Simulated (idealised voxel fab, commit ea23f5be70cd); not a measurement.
Documented hereafter: the process module known as voxel capacitor over wiring.
Cross-section cut: width 155 nm, square cells of 5 nm.
Cross-section spec: square-cell grid; bands listed top down; each band is one or more rows.
Band entry format. Leading values: height of top, height of bottom, nm. Remainder: materials in left-to-right order, each with its width in nm. Special words: "full width" on a single material, which then fills the band edge to edge; "empty", empty space.
The level at which height equals 0 is the one under which the wafer, as it arrives, is entirely one material. No lower edge exists for the bottom band, which continues downward and is notated as in "z 0 and below".
Per-row width for "30 to 40": begins at first number (top row of band), ends at second number (bottom row), increment between rows held constant.
"identical to before", as given for a step, is the statement that not any cell of the cross-section underwent a change during that step.
For the entry "Closed void inventory", the listed items are empty spaces with no open way to the top whose size is 8 cells or more; each item follows the pattern width x height at distance, where distance is from the left edge and all three are in nm.
after a step's settings: what the simulator itself notes on the step
overlay nm: mask offset rightward from planned place, masked step; negative means leftward offset.

### Steps in the process plan
1) RECEIVE with material Si
2) CONFORMAL_DEP with material SiO2, thk nm 10
3) CONFORMAL_DEP with material SiCN, thk nm 5
4) DIRECTIONAL_DEP with material SiO2, thk nm 15
5) DIRECTIONAL_DEP with material aC, thk nm 15
6) PATTERN with tone open, mask id METAL_1, material resist, width nm 20, pitch nm 80, thk nm 35, overlay nm 0
7) DIRECTIONAL_ETCH with etch materials aC, depth nm 15
8) STRIP with etch materials resist
9) DIRECTIONAL_ETCH with etch materials SiO2, depth nm 15
10) DIRECTIONAL_ETCH with etch materials SiCN, depth nm 5
11) STRIP with etch materials aC
12) CONFORMAL_DEP with material TiN, thk nm 5
13) FILL_DEP with material Ru, thk nm 5
14) CMP with height nm 30
15) EPI with material Ru, thk nm 5
16) FILL_DEP with material SiCN, thk nm 5
17) DIRECTIONAL_DEP with material lowk, thk nm 10
18) MASKED_ETCH with tone open, mask id PLUG_1, width nm 15, etch materials lowk, depth nm 10, overlay nm 0
19) MASKED_ETCH with tone open, mask id PLUG_1, width nm 15, etch materials SiCN, depth nm 5, overlay nm 0
20) CONFORMAL_DEP with material TiN, thk nm 5
21) FILL_DEP with material W, thk nm 5
22) CMP with height nm 50
23) DIRECTIONAL_DEP with material TiN, thk nm 5
24) DIRECTIONAL_DEP with material HfO2, thk nm 5
25) DIRECTIONAL_DEP with material TiN, thk nm 10
26) DIRECTIONAL_DEP with material aC, thk nm 15
27) PATTERN with tone cover, mask id UPPER_PLATE, material resist, width nm 65, thk nm 30, overlay nm 0
28) DIRECTIONAL_ETCH with etch materials aC, depth nm 15
29) STRIP with etch materials resist
30) DIRECTIONAL_ETCH with etch materials TiN, depth nm 10
31) DIRECTIONAL_ETCH with etch materials HfO2, depth nm 5
32) STRIP with etch materials aC
33) MASKED_ETCH with tone cover, mask id LOWER_PLATE, width nm 75, etch materials TiN, depth nm 5, overlay nm 0
34) FILL_DEP with material SiO2, thk nm 20
35) CMP with height nm 85
36) DIRECTIONAL_DEP with material aC, thk nm 15
37) PATTERN with tone open, mask id PLUG_2, material resist, width nm 15, thk nm 30, overlay nm 0
38) DIRECTIONAL_ETCH with etch materials aC, depth nm 15
39) STRIP with etch materials resist
40) DIRECTIONAL_ETCH with etch materials SiO2, depth nm 15
41) STRIP with etch materials aC
42) CONFORMAL_DEP with material TiN, thk nm 5
43) FILL_DEP with material Cu, thk nm 10
44) CMP with height nm 85
45) CONFORMAL_DEP with material SiN, thk nm 5

### So, the first of our two wafers, run just as we planned it

### Here's what the wafer looked like in cross-section when it arrived - that's after step 1
  z 0 and below: Si full width
  Closed void inventory: none

### Wafer xsec, post step 2
  z 10 to 0: SiO2 full width
  Anything lower than 0 is untouched.

### Wafer xsec, post step 3
  z 15 to 10: SiCN full width
  Anything lower than 10 is untouched.

### Wafer xsec, post step 4
  z 30 to 15: SiO2 full width
  Anything lower than 15 is untouched.

### Wafer xsec, post step 5
  z 45 to 30: aC full width
  Anything lower than 30 is untouched.

### Wafer xsec, post step 6
  z 80 to 45: resist=25 / empty=20 / resist=60 / empty=20 / resist=30
  Anything lower than 45 is untouched.

### Wafer xsec, post step 7
  z 65 to 45: resist=25 / empty=20 / resist=60 / empty=20 / resist=30
  z 45 to 30: aC=25 / empty=20 / aC=60 / empty=20 / aC=30
  Anything lower than 30 is untouched.

### Wafer xsec, post step 8
  z 45 to 30: aC=25 / empty=20 / aC=60 / empty=20 / aC=30
  Anything lower than 30 is untouched.

### Wafer xsec, post step 9
  z 45 to 30: aC=25 / empty=20 / aC=60 / empty=20 / aC=30
  z 30 to 15: SiO2=25 / empty=20 / SiO2=60 / empty=20 / SiO2=30
  Anything lower than 15 is untouched.

### Wafer xsec, post step 10
  z 45 to 30: aC=25 / empty=20 / aC=60 / empty=20 / aC=30
  z 30 to 15: SiO2=25 / empty=20 / SiO2=60 / empty=20 / SiO2=30
  z 15 to 10: SiCN=25 / empty=20 / SiCN=60 / empty=20 / SiCN=30
  Anything lower than 10 is untouched.

### Wafer xsec, post step 11
  z 30 to 15: SiO2=25 / empty=20 / SiO2=60 / empty=20 / SiO2=30
  Anything lower than 15 is untouched.

### Wafer xsec, post step 12
  z 35 to 30: TiN=30 / empty=10 / TiN=70 / empty=10 / TiN=35
  z 30 to 15: SiO2=25 / TiN=5 / empty=10 / TiN=5 / SiO2=60 / TiN=5 / empty=10 / TiN=5 / SiO2=30
  z 15 to 10: SiCN=25 / TiN=20 / SiCN=60 / TiN=20 / SiCN=30
  Anything lower than 10 is untouched.

### Wafer xsec, post step 13
  z 40 to 35: Ru full width
  z 35 to 30: TiN=30 / Ru=10 / TiN=70 / Ru=10 / TiN=35
  z 30 to 15: SiO2=25 / TiN=5 / Ru=10 / TiN=5 / SiO2=60 / TiN=5 / Ru=10 / TiN=5 / SiO2=30
  Anything lower than 15 is untouched.

### Wafer xsec, post step 14
  z 30 to 15: SiO2=25 / TiN=5 / Ru=10 / TiN=5 / SiO2=60 / TiN=5 / Ru=10 / TiN=5 / SiO2=30
  Anything lower than 15 is untouched.

### Wafer xsec, post step 15
  z 35 to 30: empty=20 / Ru=30 / empty=50 / Ru=30 / empty=25
  Anything lower than 30 is untouched.

### Wafer xsec, post step 16
  z 40 to 35: SiCN full width
  z 35 to 30: SiCN=20 / Ru=30 / SiCN=50 / Ru=30 / SiCN=25
  Anything lower than 30 is untouched.

### Wafer xsec, post step 17
  z 50 to 40: lowk full width
  Anything lower than 40 is untouched.

### Wafer xsec, post step 18
  z 50 to 40: lowk=30 / empty=15 / lowk=110
  Anything lower than 40 is untouched.

### Wafer xsec, post step 19
  z 50 to 40: lowk=30 / empty=15 / lowk=110
  z 40 to 35: SiCN=30 / empty=15 / SiCN=110
  Anything lower than 35 is untouched.

### Wafer xsec, post step 20
  z 55 to 50: TiN=35 / empty=5 / TiN=115
  z 50 to 40: lowk=30 / TiN=5 / empty=5 / TiN=5 / lowk=110
  z 40 to 35: SiCN=30 / TiN=15 / SiCN=110
  Anything lower than 35 is untouched.

### Wafer xsec, post step 21
  z 60 to 55: W full width
  z 55 to 50: TiN=35 / W=5 / TiN=115
  z 50 to 40: lowk=30 / TiN=5 / W=5 / TiN=5 / lowk=110
  Anything lower than 40 is untouched.

### Wafer xsec, post step 22
  z 50 to 40: lowk=30 / TiN=5 / W=5 / TiN=5 / lowk=110
  Anything lower than 40 is untouched.

### Wafer xsec, post step 23
  z 55 to 50: TiN full width
  Anything lower than 50 is untouched.

### Wafer xsec, post step 24
  z 60 to 55: HfO2 full width
  Anything lower than 55 is untouched.

### Wafer xsec, post step 25
  z 70 to 60: TiN full width
  Anything lower than 60 is untouched.

### Wafer xsec, post step 26
  z 85 to 70: aC full width
  Anything lower than 70 is untouched.

### Wafer xsec, post step 27
  z 115 to 85: empty=30 / resist=65 / empty=60
  Anything lower than 85 is untouched.

### Wafer xsec, post step 28
  z 100 to 85: empty=30 / resist=65 / empty=60
  z 85 to 70: empty=30 / aC=65 / empty=60
  Anything lower than 70 is untouched.

### Wafer xsec, post step 29
  z 85 to 70: empty=30 / aC=65 / empty=60
  Anything lower than 70 is untouched.

### Wafer xsec, post step 30
  z 85 to 70: empty=30 / aC=65 / empty=60
  z 70 to 60: empty=30 / TiN=65 / empty=60
  Anything lower than 60 is untouched.

### Wafer xsec, post step 31
  z 85 to 70: empty=30 / aC=65 / empty=60
  z 70 to 60: empty=30 / TiN=65 / empty=60
  z 60 to 55: empty=30 / HfO2=65 / empty=60
  Anything lower than 55 is untouched.

### Wafer xsec, post step 32
  z 70 to 60: empty=30 / TiN=65 / empty=60
  Anything lower than 60 is untouched.

### Wafer xsec, post step 33
  z 70 to 60: empty=30 / TiN=65 / empty=60
  z 60 to 55: empty=30 / HfO2=65 / empty=60
  z 55 to 50: empty=25 / TiN=75 / empty=55
  Anything lower than 50 is untouched.

### Wafer xsec, post step 34
  z 90 to 70: SiO2 full width
  z 70 to 60: SiO2=30 / TiN=65 / SiO2=60
  z 60 to 55: SiO2=30 / HfO2=65 / SiO2=60
  z 55 to 50: SiO2=25 / TiN=75 / SiO2=55
  Anything lower than 50 is untouched.

### Wafer xsec, post step 35
  z 85 to 70: SiO2 full width
  Anything lower than 70 is untouched.

### Wafer xsec, post step 36
  z 100 to 85: aC full width
  Anything lower than 85 is untouched.

### Wafer xsec, post step 37
  z 130 to 100: resist=40 / empty=15 / resist=100
  Anything lower than 100 is untouched.

### Wafer xsec, post step 38
  z 115 to 100: resist=40 / empty=15 / resist=100
  z 100 to 85: aC=40 / empty=15 / aC=100
  Anything lower than 85 is untouched.

### Wafer xsec, post step 39
  z 100 to 85: aC=40 / empty=15 / aC=100
  Anything lower than 85 is untouched.

### Wafer xsec, post step 40
  z 100 to 85: aC=40 / empty=15 / aC=100
  z 85 to 70: SiO2=40 / empty=15 / SiO2=100
  Anything lower than 70 is untouched.

### Wafer xsec, post step 41
  z 85 to 70: SiO2=40 / empty=15 / SiO2=100
  Anything lower than 70 is untouched.

### Wafer xsec, post step 42
  z 90 to 85: TiN=45 / empty=5 / TiN=105
  z 85 to 75: SiO2=40 / TiN=5 / empty=5 / TiN=5 / SiO2=100
  z 75 to 70: SiO2=40 / TiN=15 / SiO2=100
  Anything lower than 70 is untouched.

### Wafer xsec, post step 43
  z 100 to 90: Cu full width
  z 90 to 85: TiN=45 / Cu=5 / TiN=105
  z 85 to 75: SiO2=40 / TiN=5 / Cu=5 / TiN=5 / SiO2=100
  Anything lower than 75 is untouched.

### Wafer xsec, post step 44
  z 85 to 75: SiO2=40 / TiN=5 / Cu=5 / TiN=5 / SiO2=100
  Anything lower than 75 is untouched.

### Wafer xsec, post step 45
  z 90 to 85: SiN full width
  Anything lower than 85 is untouched.

### Second wafer: same start and same plan as the first, one execution error; identical to the first through step 21

### Second wafer at the planned finish of step 22, seen in cross-section
  z 50 to 40: lowk=30 / TiN=5 / W=5 / TiN=5 / lowk=110
  Anything lower than 40 is untouched.

### Second wafer at the planned finish of step 23, seen in cross-section
  z 55 to 50: TiN full width
  Anything lower than 50 is untouched.

### Second wafer at the planned finish of step 24, seen in cross-section
  z 60 to 55: HfO2 full width
  Anything lower than 55 is untouched.

### Second wafer at the planned finish of step 25, seen in cross-section
  z 70 to 60: TiN full width
  Anything lower than 60 is untouched.

### Second wafer at the planned finish of step 26, seen in cross-section
  z 85 to 70: aC full width
  Anything lower than 70 is untouched.

### Second wafer at the planned finish of step 27, seen in cross-section
  z 115 to 85: empty=30 / resist=65 / empty=60
  Anything lower than 85 is untouched.

### Second wafer at the planned finish of step 28, seen in cross-section
  z 100 to 85: empty=30 / resist=65 / empty=60
  z 85 to 70: empty=30 / aC=65 / empty=60
  Anything lower than 70 is untouched.

### Second wafer at the planned finish of step 29, seen in cross-section
  z 85 to 70: empty=30 / aC=65 / empty=60
  Anything lower than 70 is untouched.

### Second wafer at the planned finish of step 30, seen in cross-section
  z 85 to 70: empty=30 / aC=65 / empty=60
  z 70 to 60: empty=30 / TiN=65 / empty=60
  Anything lower than 60 is untouched.

### Second wafer at the planned finish of step 31, seen in cross-section
  z 85 to 70: empty=30 / aC=65 / empty=60
  z 70 to 60: empty=30 / TiN=65 / empty=60
  z 60 to 55: empty=30 / HfO2=65 / empty=60
  Anything lower than 55 is untouched.

### Second wafer at the planned finish of step 32, seen in cross-section
  z 70 to 60: empty=30 / TiN=65 / empty=60
  Anything lower than 60 is untouched.

### Second wafer at the planned finish of step 33, seen in cross-section
  z 70 to 60: empty=30 / TiN=65 / empty=60
  z 60 to 55: empty=30 / HfO2=65 / empty=60
  z 55 to 50: empty=25 / TiN=75 / empty=55
  Anything lower than 50 is untouched.

### Second wafer at the planned finish of step 34, seen in cross-section
  z 90 to 70: SiO2 full width
  z 70 to 60: SiO2=30 / TiN=65 / SiO2=60
  z 60 to 55: SiO2=30 / HfO2=65 / SiO2=60
  z 55 to 50: SiO2=25 / TiN=75 / SiO2=55
  Anything lower than 50 is untouched.

### Second wafer at the planned finish of step 35, seen in cross-section
  z 85 to 70: SiO2 full width
  Anything lower than 70 is untouched.

### Second wafer at the planned finish of step 36, seen in cross-section
  z 100 to 85: aC full width
  Anything lower than 85 is untouched.

### Second wafer at the planned finish of step 37, seen in cross-section
  z 130 to 100: resist=40 / empty=15 / resist=100
  Anything lower than 100 is untouched.

### Second wafer at the planned finish of step 38, seen in cross-section
  z 115 to 100: resist=40 / empty=15 / resist=100
  z 100 to 85: aC=40 / empty=15 / aC=100
  Anything lower than 85 is untouched.

### Second wafer at the planned finish of step 39, seen in cross-section
  z 100 to 85: aC=40 / empty=15 / aC=100
  Anything lower than 85 is untouched.

### Second wafer at the planned finish of step 40, seen in cross-section
  z 100 to 85: aC=40 / empty=15 / aC=100
  z 85 to 70: SiO2=40 / empty=15 / SiO2=100
  Anything lower than 70 is untouched.

### Second wafer at the planned finish of step 41, seen in cross-section
  z 85 to 70: SiO2=40 / empty=15 / SiO2=100
  Anything lower than 70 is untouched.

### Second wafer at the planned finish of step 42, seen in cross-section
  z 90 to 85: TiN=45 / empty=5 / TiN=105
  z 85 to 75: SiO2=40 / TiN=5 / empty=5 / TiN=5 / SiO2=100
  z 75 to 70: SiO2=40 / TiN=15 / SiO2=100
  Anything lower than 70 is untouched.

### Second wafer at the planned finish of step 43, seen in cross-section
  z 100 to 90: Cu full width
  z 90 to 85: TiN=45 / Cu=5 / TiN=105
  z 85 to 75: SiO2=40 / TiN=5 / Cu=5 / TiN=5 / SiO2=100
  Anything lower than 75 is untouched.

### Second wafer at the planned finish of step 44, seen in cross-section
  z 85 to 75: SiO2=40 / TiN=5 / Cu=5 / TiN=5 / SiO2=100
  Anything lower than 75 is untouched.

### Second wafer at the planned finish of step 45, seen in cross-section
  z 90 to 85: SiN full width
  Anything lower than 85 is untouched.
Short version of what went wrong: step 22 in the plan was executed twice
Upon completion, the cross-sectional profiles of the two wafers are identical; consequently, the error exerts no influence on the quantities computed by this model.
